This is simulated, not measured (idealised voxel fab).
A process module follows: voxel spacer lines.
Section shown: cut. Width: 220 nm. Cell size: 5 nm, square.
Cross-sections here: square-cell grids, written as top-down lists of bands, a band being one or more rows of cells. This entry defines a band. It first specifies the height of the band's top and the height of its bottom in nm, and then specifies the band's materials from left to right, stating each material with its width in nm. The word "all across" identifies a single material that fills the band from edge to edge, while the word "blank" identifies empty space. Below 0: as-received wafer, all one material; heights counted from there. Lowest band: no bottom, goes on down, written "from 0 down". So if you see something like "30..40" for the width, read it as the top row of the band sitting at the first number and the bottom row at the second, with every row in between moving by the same amount as the last. Step marked "all unchanged"? Then no cell in the cross-section changed in it. Basically, "Closed empty spaces" tells you about the enclosed voids: empty spaces with no open way to the top, 8 cells or bigger, each written width x height at distance, where distance is from the left edge, all in nm. What comes after the settings on a step's line is commentary from the simulator itself on that step. overlay nm: mask offset rightward from planned place, masked step; negative means leftward offset.

[Here's what the planned process steps look like]
| 1 | RECEIVE with material Si |
| 2 | CONFORMAL_DEP with material Al2O3, thk nm 10 |
| 3 | DIRECTIONAL_DEP with material SiN, thk nm 10 |
| 4 | DIRECTIONAL_DEP with material aC, thk nm 25 |
| 5 | PATTERN with tone cover, mask id MANDREL, material resist, width nm 15, pitch nm 60, thk nm 30, overlay nm 0 |
| 6 | DIRECTIONAL_ETCH with etch materials aC, depth nm 25 |
| 7 | STRIP with etch materials resist |
| 8 | CONFORMAL_DEP with material SiO2, thk nm 15 |
| 9 | DIRECTIONAL_ETCH with etch materials SiO2, depth nm 15 |
| 10 | STRIP with etch materials aC |
| 11 | DIRECTIONAL_ETCH with etch materials SiN, depth nm 10 |
| 12 | STRIP with etch materials SiO2 |
| 13 | FILL_DEP with material SiO2, thk nm 5 |
| 14 | CMP with height nm 20 |

[The first of two wafers, run as planned]

[Cross-section of the wafer as it came to us, i.e., already through step 1]
> from 0 down  Si all across
> Closed empty spaces: none

[You're looking at a cross-section of the wafer after step 2]
> from 10 to 0  Al2O3 all across
> Unchanged below 0.

[You're looking at a cross-section of the wafer after step 3]
> from 20 to 10  SiN all across
> Unchanged below 10.

[You're looking at a cross-section of the wafer after step 4]
> from 45 to 20  aC all across
> Unchanged below 20.

[You're looking at a cross-section of the wafer after step 5]
> from 75 to 45  blank (40)  resist (15)  blank (45)  resist (15)  blank (45)  resist (15)  blank (45)
> Unchanged below 45.

[You're looking at a cross-section of the wafer after step 6]
> from 50 to 45  blank (40)  resist (15)  blank (45)  resist (15)  blank (45)  resist (15)  blank (45)
> from 45 to 20  blank (40)  aC (15)  blank (45)  aC (15)  blank (45)  aC (15)  blank (45)
> Unchanged below 20.

[You're looking at a cross-section of the wafer after step 7]
> from 45 to 20  blank (40)  aC (15)  blank (45)  aC (15)  blank (45)  aC (15)  blank (45)
> Unchanged below 20.

[You're looking at a cross-section of the wafer after step 8]
> from 60 to 45  blank (25)  SiO2 (45)  blank (15)  SiO2 (45)  blank (15)  SiO2 (45)  blank (30)
> from 45 to 35  blank (25)  SiO2 (15)  aC (15)  SiO2 (15)  blank (15)  SiO2 (15)  aC (15)  SiO2 (15)  blank (15)  SiO2 (15)  aC (15)  SiO2 (15)  blank (30)
> from 35 to 20  SiO2 (40)  aC (15)  SiO2 (45)  aC (15)  SiO2 (45)  aC (15)  SiO2 (45)
> Unchanged below 20.

[You're looking at a cross-section of the wafer after step 9]
> from 45 to 20  blank (25)  SiO2 (15)  aC (15)  SiO2 (15)  blank (15)  SiO2 (15)  aC (15)  SiO2 (15)  blank (15)  SiO2 (15)  aC (15)  SiO2 (15)  blank (30)
> Unchanged below 20.

[You're looking at a cross-section of the wafer after step 10]
> from 45 to 20  blank (25)  SiO2 (15)  blank (15)  SiO2 (15)  blank (15)  SiO2 (15)  blank (15)  SiO2 (15)  blank (15)  SiO2 (15)  blank (15)  SiO2 (15)  blank (30)
> Unchanged below 20.

[You're looking at a cross-section of the wafer after step 11]
> from 45 to 20  blank (25)  SiO2 (15)  blank (15)  SiO2 (15)  blank (15)  SiO2 (15)  blank (15)  SiO2 (15)  blank (15)  SiO2 (15)  blank (15)  SiO2 (15)  blank (30)
> from 20 to 10  blank (25)  SiN (15)  blank (15)  SiN (15)  blank (15)  SiN (15)  blank (15)  SiN (15)  blank (15)  SiN (15)  blank (15)  SiN (15)  blank (30)
> Unchanged below 10.

[You're looking at a cross-section of the wafer after step 12]
> from 20 to 10  blank (25)  SiN (15)  blank (15)  SiN (15)  blank (15)  SiN (15)  blank (15)  SiN (15)  blank (15)  SiN (15)  blank (15)  SiN (15)  blank (30)
> Unchanged below 10.

[You're looking at a cross-section of the wafer after step 13]
> from 25 to 20  SiO2 all across
> from 20 to 10  SiO2 (25)  SiN (15)  SiO2 (15)  SiN (15)  SiO2 (15)  SiN (15)  SiO2 (15)  SiN (15)  SiO2 (15)  SiN (15)  SiO2 (15)  SiN (15)  SiO2 (30)
> Unchanged below 10.

[You're looking at a cross-section of the wafer after step 14]
> from 20 to 10  SiO2 (25)  SiN (15)  SiO2 (15)  SiN (15)  SiO2 (15)  SiN (15)  SiO2 (15)  SiN (15)  SiO2 (15)  SiN (15)  SiO2 (15)  SiN (15)  SiO2 (30)
> Unchanged below 10.

[Second Wafer (Identical Start and Plan, One Processing Error; Matches First Wafer Through Step 10)]

[Look at the second wafer in cross-section at the time step 11 ought to have finished]
> from 45 to 20  blank (25)  SiO2 (15)  blank (15)  SiO2 (15)  blank (15)  SiO2 (15)  blank (15)  SiO2 (15)  blank (15)  SiO2 (15)  blank (15)  SiO2 (15)  blank (30)
> from 20 to 10  blank (25)  SiN (15)  blank (15)  SiN (15)  blank (15)  SiN (15)  blank (15)  SiN (15)  blank (15)  SiN (15)  blank (15)  SiN (15)  blank (30)
> Unchanged below 10.

[Look at the second wafer in cross-section at the time step 12 ought to have finished]
> from 20 to 10  blank (25)  SiN (15)  blank (15)  SiN (15)  blank (15)  SiN (15)  blank (15)  SiN (15)  blank (15)  SiN (15)  blank (15)  SiN (15)  blank (30)
> Unchanged below 10.

[Look at the second wafer in cross-section at the time step 13 ought to have finished]
> from 25 to 20  SiO2 all across
> from 20 to 10  SiO2 (25)  SiN (15)  SiO2 (15)  SiN (15)  SiO2 (15)  SiN (15)  SiO2 (15)  SiN (15)  SiO2 (15)  SiN (15)  SiO2 (15)  SiN (15)  SiO2 (30)
> Unchanged below 10.

[Look at the second wafer in cross-section at the time step 14 ought to have finished]
> from 20 to 10  SiO2 (25)  SiN (15)  SiO2 (15)  SiN (15)  SiO2 (15)  SiN (15)  SiO2 (15)  SiN (15)  SiO2 (15)  SiN (15)  SiO2 (15)  SiN (15)  SiO2 (30)
> Unchanged below 10.
Which mistake was made when the wafer was run? heads up, step 11 of the plan got done twice
Since the two wafers finish with cross-sections that are the same, nothing this model computes is changed by the mistake.
